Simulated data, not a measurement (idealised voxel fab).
The following is a process module called voxel plated lines.
Section cut is 190 nm wide and gridded with 5 nm square cells.
We lay out every cross-section as a grid of square cells and spell it out in bands from the top down, where one band means one or more rows of cells.
The entry gives the band's vertical extent as a top height and a bottom height in nm, then its horizontal make-up as materials from left to right, each with a width in nm. "blank" stands for empty space; a single material marked "everywhere" fills the band edge to edge.
It should be noted that heights are counted from 0, beneath which the wafer as supplied is of one material throughout, and that the lowest band possesses no lower boundary but continues downward, as written in "top 0, no bottom".
It should be noted that a width expressed as "30 to 40" varies in equal increments from row to row of cells within the band, taking the value of the first number at the top row and that of the second number at the bottom row.
A step reported as "stayed the same" is a step in which no cell of the cross-section changed.
The list in "Enclosed void catalog" covers empty spaces of 8 cells or more that cannot reach the top through any open way, and it gives each as width x height at distance; the distance is from the left edge, and width, height and distance are in nm.
Read whatever lies past the settings on a step's line as the simulator's own remark about the step.
The "overlay nm" setting may appear on a step's line; for a step that uses a mask, it gives how far to the right of its planned position the mask lay, and a negative value indicates the left.
PROCESS STEPS - PLAN
1) op RECEIVE | material Si
2) op CONFORMAL_DEP | material Al2O3 | thk nm 5
3) op DIRECTIONAL_DEP | material TiN | thk nm 5
4) op PATTERN | tone open | mask id LINES | material resist | width nm 20 | pitch nm 35 | thk nm 15 | overlay nm 0
5) op EPI | material Ru | thk nm 5
6) op STRIP | etch materials resist
7) op DIRECTIONAL_ETCH | etch materials TiN | depth nm 5
8) op CONFORMAL_DEP | material SiN | thk nm 10
THE FIRST OF A SET OF TWO WAFERS, RUN TO PLAN
HERE'S WHAT THE WAFER LOOKED LIKE IN CROSS-SECTION WHEN IT ARRIVED - THAT'S AFTER STEP 1
	top 0, no bottom: Si everywhere
	Enclosed void catalog: none
STATE OF THE WAFER AFTER STEP 2, SHOWN IN CROSS-SECTION
	top 5, bottom 0: Al2O3 everywhere
	Below 0, no change.
STATE OF THE WAFER AFTER STEP 3, SHOWN IN CROSS-SECTION
	top 10, bottom 5: TiN everywhere
	Below 5, no change.
STATE OF THE WAFER AFTER STEP 4, SHOWN IN CROSS-SECTION
	top 25, bottom 10: 30 resist  20 blank  15 resist  20 blank  15 resist  20 blank  15 resist  20 blank  35 resist
	Below 10, no change.
STATE OF THE WAFER AFTER STEP 5, SHOWN IN CROSS-SECTION
	top 25, bottom 15: 30 resist  20 blank  15 resist  20 blank  15 resist  20 blank  15 resist  20 blank  35 resist
	top 15, bottom 10: 30 resist  20 Ru  15 resist  20 Ru  15 resist  20 Ru  15 resist  20 Ru  35 resist
	Below 10, no change.
STATE OF THE WAFER AFTER STEP 6, SHOWN IN CROSS-SECTION
	top 15, bottom 10: 30 blank  20 Ru  15 blank  20 Ru  15 blank  20 Ru  15 blank  20 Ru  35 blank
	Below 10, no change.
STATE OF THE WAFER AFTER STEP 7, SHOWN IN CROSS-SECTION
	top 15, bottom 10: 30 blank  20 Ru  15 blank  20 Ru  15 blank  20 Ru  15 blank  20 Ru  35 blank
	top 10, bottom 5: 30 blank  20 TiN  15 blank  20 TiN  15 blank  20 TiN  15 blank  20 TiN  35 blank
	Below 5, no change.
STATE OF THE WAFER AFTER STEP 8, SHOWN IN CROSS-SECTION
	top 25, bottom 15: 20 blank  145 SiN  25 blank
	top 15, bottom 10: 30 SiN  20 Ru  15 SiN  20 Ru  15 SiN  20 Ru  15 SiN  20 Ru  35 SiN
	top 10, bottom 5: 30 SiN  20 TiN  15 SiN  20 TiN  15 SiN  20 TiN  15 SiN  20 TiN  35 SiN
	Below 5, no change.
HERE THE SECOND WAFER IS DESCRIBED. ITS START AND ITS PLAN WERE THOSE OF THE FIRST WAFER. ITS RUN CONTAINED ONE MISTAKE. UP TO AND INCLUDING STEP 3, IT DID EXACTLY WHAT THE FIRST WAFER DID
CROSS-SECTION, SECOND WAFER, AT THE END TIME THE PLAN GIVES FOR STEP 4
	top 25, bottom 10: 35 resist  15 blank  20 resist  15 blank  20 resist  15 blank  20 resist  15 blank  35 resist
	Below 10, no change.
CROSS-SECTION, SECOND WAFER, AT THE END TIME THE PLAN GIVES FOR STEP 5
	top 25, bottom 15: 35 resist  15 blank  20 resist  15 blank  20 resist  15 blank  20 resist  15 blank  35 resist
	top 15, bottom 10: 35 resist  15 Ru  20 resist  15 Ru  20 resist  15 Ru  20 resist  15 Ru  35 resist
	Below 10, no change.
CROSS-SECTION, SECOND WAFER, AT THE END TIME THE PLAN GIVES FOR STEP 6
	top 15, bottom 10: 35 blank  15 Ru  20 blank  15 Ru  20 blank  15 Ru  20 blank  15 Ru  35 blank
	Below 10, no change.
CROSS-SECTION, SECOND WAFER, AT THE END TIME THE PLAN GIVES FOR STEP 7
	top 15, bottom 10: 35 blank  15 Ru  20 blank  15 Ru  20 blank  15 Ru  20 blank  15 Ru  35 blank
	top 10, bottom 5: 35 blank  15 TiN  20 blank  15 TiN  20 blank  15 TiN  20 blank  15 TiN  35 blank
	Below 5, no change.
CROSS-SECTION, SECOND WAFER, AT THE END TIME THE PLAN GIVES FOR STEP 8
	top 25, bottom 15: 25 blank  140 SiN  25 blank
	top 15, bottom 10: 35 SiN  15 Ru  20 SiN  15 Ru  20 SiN  15 Ru  20 SiN  15 Ru  35 SiN
	top 10, bottom 5: 35 SiN  15 TiN  20 SiN  15 TiN  20 SiN  15 TiN  20 SiN  15 TiN  35 SiN
	Below 5, no change.
What was done differently from what was planned? step 4 ran differently from the plan; actual operation with settings: op PATTERN | tone open | mask id LINES | material resist | width nm 15 | pitch nm 35 | thk nm 15 | overlay nm 0
Wrapping up, a cell-based count of both wafers puts the second over or under the first for these materials: Ru: 4 fewer | SiN: 6 more | TiN: 4 fewer
